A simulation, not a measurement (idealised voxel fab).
This is a process module. Its name is voxel lift off.
We display cut, a cross-section 230 nm in width whose square cells are each 5 nm.
Reading order for cross-sections: top band down to bottom band. Underlying form: a grid of square cells. Band size: one or more rows of cells. For a band, the entry starts with two heights in nm, that of the top and then that of the bottom, and carries on with the band's materials in order from left to right, each alongside its width in nm; the word "throughout" beside a single material means it fills the band edge to edge, and "blank" means empty space. Note: height 0 marks the level under which the wafer is uniformly one material as received. Lowest band unbounded below, written "0 nm and below". Think of "30->40" as a width that walks from the first number to the second as you go down the band, top row to bottom row, taking equal-sized steps from row to row. When a step is marked "same as before", none of the cells in the cross-section changed during that step. "Sealed voids" - sealed voids, min. 8 cells, no opening to top; format: width x height at distance (distance from left edge; nm throughout). Post-settings text on a step line: simulator's own remark regarding the step. A step line may carry the setting "overlay nm", which, for steps involving a mask, states the distance by which the mask lay to the right of its intended position; negative values denote displacement to the left. For the reader: what remains of this document is a series of pairs, each showing a cross-section before one process step and a cross-section after that step which reaches down only to the lowest band that changed, with the step between them and its settings set out under the pair. It should not be assumed that a pair continues from the pair above it; the pairs can come from different runs of this module on the same starting wafer, and such continuity exists only where the entry headed "Cross-section, before" says so.

## Cross-section, before
    0 nm and below | Si throughout
    Sealed voids: none

## Section After Processing
    5 nm to 0 nm | SiN throughout
    Beneath the level 0, the cross-section is identical to its previous state.
    Sealed voids: none
The structure goes from the before cross-section above to the after cross-section through CONFORMAL_DEP | material SiN | thk nm 5

Cross-section, before: as shown after the step in the preceding pair, directly above.

## Section After Processing
    35 nm to 5 nm | resist=90  blank=15  resist=15  blank=15  resist=95
    Beneath the level 5, the cross-section is identical to its previous state.
    Sealed voids: none
The structure goes from the before cross-section above to the after cross-section through PATTERN | tone open | mask id LINES | material resist | width nm 15 | pitch nm 30 | thk nm 30 | overlay nm 0

Cross-section, before: as shown after the step in the preceding pair, directly above.

## Section After Processing
    50 nm to 35 nm | Ru=90  blank=15  Ru=15  blank=15  Ru=95
    35 nm to 20 nm | resist=90  blank=15  resist=15  blank=15  resist=95
    20 nm to 5 nm | resist=90  Ru=15  resist=15  Ru=15  resist=95
    Beneath the level 5, the cross-section is identical to its previous state.
    Sealed voids: none
The structure goes from the before cross-section above to the after cross-section through DIRECTIONAL_DEP | material Ru | thk nm 15

Cross-section, before: as shown after the step in the preceding pair, directly above.

## Section After Processing
    20 nm to 5 nm | blank=90  Ru=15  blank=15  Ru=15  blank=95
    Beneath the level 5, the cross-section is identical to its previous state.
    Sealed voids: none
The structure goes from the before cross-section above to the after cross-section through STRIP | etch materials resist

Cross-section, before: as shown after the step in the preceding pair, directly above.

## Section After Processing
    25 nm to 20 nm | blank=85  SiO2=25  blank=5  SiO2=25  blank=90
    20 nm to 10 nm | blank=85  SiO2=5  Ru=15  SiO2=5  blank=5  SiO2=5  Ru=15  SiO2=5  blank=90
    10 nm to 5 nm | SiO2=90  Ru=15  SiO2=15  Ru=15  SiO2=95
    Beneath the level 5, the cross-section is identical to its previous state.
    Sealed voids: none
The structure goes from the before cross-section above to the after cross-section through CONFORMAL_DEP | material SiO2 | thk nm 5

## Cross-section, before
    35 nm to 5 nm | resist=90  blank=15  resist=15  blank=15  resist=95
    5 nm to 0 nm | SiN throughout
    0 nm and below | Si throughout
    Sealed voids: none

## Section After Processing
    5 nm to 0 nm | SiN throughout
    Beneath the level 0, the cross-section is identical to its previous state.
    Sealed voids: none
The structure goes from the before cross-section above to the after cross-section through STRIP | etch materials resist

Cross-section, before: as shown after the step in the preceding pair, directly above.

## Section After Processing
    10 nm to 5 nm | SiO2 throughout
    Beneath the level 5, the cross-section is identical to its previous state.
    Sealed voids: none
The structure goes from the before cross-section above to the after cross-section through CONFORMAL_DEP | material SiO2 | thk nm 5

## Cross-section, before
    35 nm to 5 nm | resist=90  blank=15  resist=15  blank=15  resist=95
    5 nm to 0 nm | SiN throughout
    0 nm and below | Si throughout
    Sealed voids: none

## Section After Processing
    45 nm to 35 nm | Ru=90  blank=15  Ru=15  blank=15  Ru=95
    35 nm to 15 nm | resist=90  blank=15  resist=15  blank=15  resist=95
    15 nm to 5 nm | resist=90  Ru=15  resist=15  Ru=15  resist=95
    Beneath the level 5, the cross-section is identical to its previous state.
    Sealed voids: none
The structure goes from the before cross-section above to the after cross-section through DIRECTIONAL_DEP | material Ru | thk nm 10

Cross-section, before: as shown after the step in the preceding pair, directly above.

## Section After Processing
    15 nm to 5 nm | blank=90  Ru=15  blank=15  Ru=15  blank=95
    Beneath the level 5, the cross-section is identical to its previous state.
    Sealed voids: none
The structure goes from the before cross-section above to the after cross-section through STRIP | etch materials resist

Cross-section, before: as shown after the step in the preceding pair, directly above.

## Section After Processing
    20 nm to 15 nm | blank=85  SiO2=25  blank=5  SiO2=25  blank=90
    15 nm to 10 nm | blank=85  SiO2=5  Ru=15  SiO2=5  blank=5  SiO2=5  Ru=15  SiO2=5  blank=90
    10 nm to 5 nm | SiO2=90  Ru=15  SiO2=15  Ru=15  SiO2=95
    Beneath the level 5, the cross-section is identical to its previous state.
    Sealed voids: none
The structure goes from the before cross-section above to the after cross-section through CONFORMAL_DEP | material SiO2 | thk nm 5

## Cross-section, before
    5 nm to 0 nm | SiN throughout
    0 nm and below | Si throughout
    Sealed voids: none

## Section After Processing
    35 nm to 5 nm | resist=80  blank=15  resist=15  blank=15  resist=105
    Beneath the level 5, the cross-section is identical to its previous state.
    Sealed voids: none
The structure goes from the before cross-section above to the after cross-section through PATTERN | tone open | mask id LINES | material resist | width nm 15 | pitch nm 30 | thk nm 30 | overlay nm -10

Cross-section, before: as shown after the step in the preceding pair, directly above.

## Section After Processing
    50 nm to 35 nm | Ru=80  blank=15  Ru=15  blank=15  Ru=105
    35 nm to 20 nm | resist=80  blank=15  resist=15  blank=15  resist=105
    20 nm to 5 nm | resist=80  Ru=15  resist=15  Ru=15  resist=105
    Beneath the level 5, the cross-section is identical to its previous state.
    Sealed voids: none
The structure goes from the before cross-section above to the after cross-section through DIRECTIONAL_DEP | material Ru | thk nm 15

Cross-section, before: as shown after the step in the preceding pair, directly above.

## Section After Processing
    20 nm to 5 nm | blank=80  Ru=15  blank=15  Ru=15  blank=105
    Beneath the level 5, the cross-section is identical to its previous state.
    Sealed voids: none
The structure goes from the before cross-section above to the after cross-section through STRIP | etch materials resist

Cross-section, before: as shown after the step in the preceding pair, directly above.

## Section After Processing
    25 nm to 20 nm | blank=75  SiO2=25  blank=5  SiO2=25  blank=100
    20 nm to 10 nm | blank=75  SiO2=5  Ru=15  SiO2=5  blank=5  SiO2=5  Ru=15  SiO2=5  blank=100
    10 nm to 5 nm | SiO2=80  Ru=15  SiO2=15  Ru=15  SiO2=105
    Beneath the level 5, the cross-section is identical to its previous state.
    Sealed voids: none
The structure goes from the before cross-section above to the after cross-section through CONFORMAL_DEP | material SiO2 | thk nm 5

## Cross-section, before
    35 nm to 5 nm | resist=90  blank=15  resist=15  blank=15  resist=95
    5 nm to 0 nm | SiN throughout
    0 nm and below | Si throughout
    Sealed voids: none

## Section After Processing
    50 nm to 35 nm | SiN=90  blank=15  SiN=15  blank=15  SiN=95
    35 nm to 20 nm | resist=90  blank=15  resist=15  blank=15  resist=95
    20 nm to 5 nm | resist=90  SiN=15  resist=15  SiN=15  resist=95
    Beneath the level 5, the cross-section is identical to its previous state.
    Sealed voids: none
The structure goes from the before cross-section above to the after cross-section through DIRECTIONAL_DEP | material SiN | thk nm 15

Cross-section, before: as shown after the step in the preceding pair, directly above.

## Section After Processing
    20 nm to 5 nm | blank=90  SiN=15  blank=15  SiN=15  blank=95
    Beneath the level 5, the cross-section is identical to its previous state.
    Sealed voids: none
The structure goes from the before cross-section above to the after cross-section through STRIP | etch materials resist

Cross-section, before: as shown after the step in the preceding pair, directly above.

## Section After Processing
    25 nm to 20 nm | blank=85  SiO2=25  blank=5  SiO2=25  blank=90
    20 nm to 10 nm | blank=85  SiO2=5  SiN=15  SiO2=5  blank=5  SiO2=5  SiN=15  SiO2=5  blank=90
    10 nm to 5 nm | SiO2=90  SiN=15  SiO2=15  SiN=15  SiO2=95
    Beneath the level 5, the cross-section is identical to its previous state.
    Sealed voids: none
The structure goes from the before cross-section above to the after cross-section through CONFORMAL_DEP | material SiO2 | thk nm 5

## Cross-section, before
    5 nm to 0 nm | SiN throughout
    0 nm and below | Si throughout
    Sealed voids: none

## Section After Processing
    35 nm to 5 nm | blank=90  resist=15  blank=15  resist=15  blank=95
    Beneath the level 5, the cross-section is identical to its previous state.
    Sealed voids: none
The structure goes from the before cross-section above to the after cross-section through PATTERN | tone cover | mask id LINES | material resist | width nm 15 | pitch nm 30 | thk nm 30 | overlay nm 0

Cross-section, before: as shown after the step in the preceding pair, directly above.

## Section After Processing
    50 nm to 35 nm | blank=90  Ru=15  blank=15  Ru=15  blank=95
    35 nm to 20 nm | blank=90  resist=15  blank=15  resist=15  blank=95
    20 nm to 5 nm | Ru=90  resist=15  Ru=15  resist=15  Ru=95
    Beneath the level 5, the cross-section is identical to its previous state.
    Sealed voids: none
The structure goes from the before cross-section above to the after cross-section through DIRECTIONAL_DEP | material Ru | thk nm 15

Cross-section, before: as shown after the step in the preceding pair, directly above.

## Section After Processing
    20 nm to 5 nm | Ru=90  blank=15  Ru=15  blank=15  Ru=95
    Beneath the level 5, the cross-section is identical to its previous state.
    Sealed voids: none
The structure goes from the before cross-section above to the after cross-section through STRIP | etch materials resist

Cross-section, before: as shown after the step in the preceding pair, directly above.

## Section After Processing
    25 nm to 20 nm | SiO2=95  blank=5  SiO2=25  blank=5  SiO2=100
    20 nm to 10 nm | Ru=90  SiO2=5  blank=5  SiO2=5  Ru=15  SiO2=5  blank=5  SiO2=5  Ru=95
    10 nm to 5 nm | Ru=90  SiO2=15  Ru=15  SiO2=15  Ru=95
    Beneath the level 5, the cross-section is identical to its previous state.
    Sealed voids: none
The structure goes from the before cross-section above to the after cross-section through CONFORMAL_DEP | material SiO2 | thk nm 5
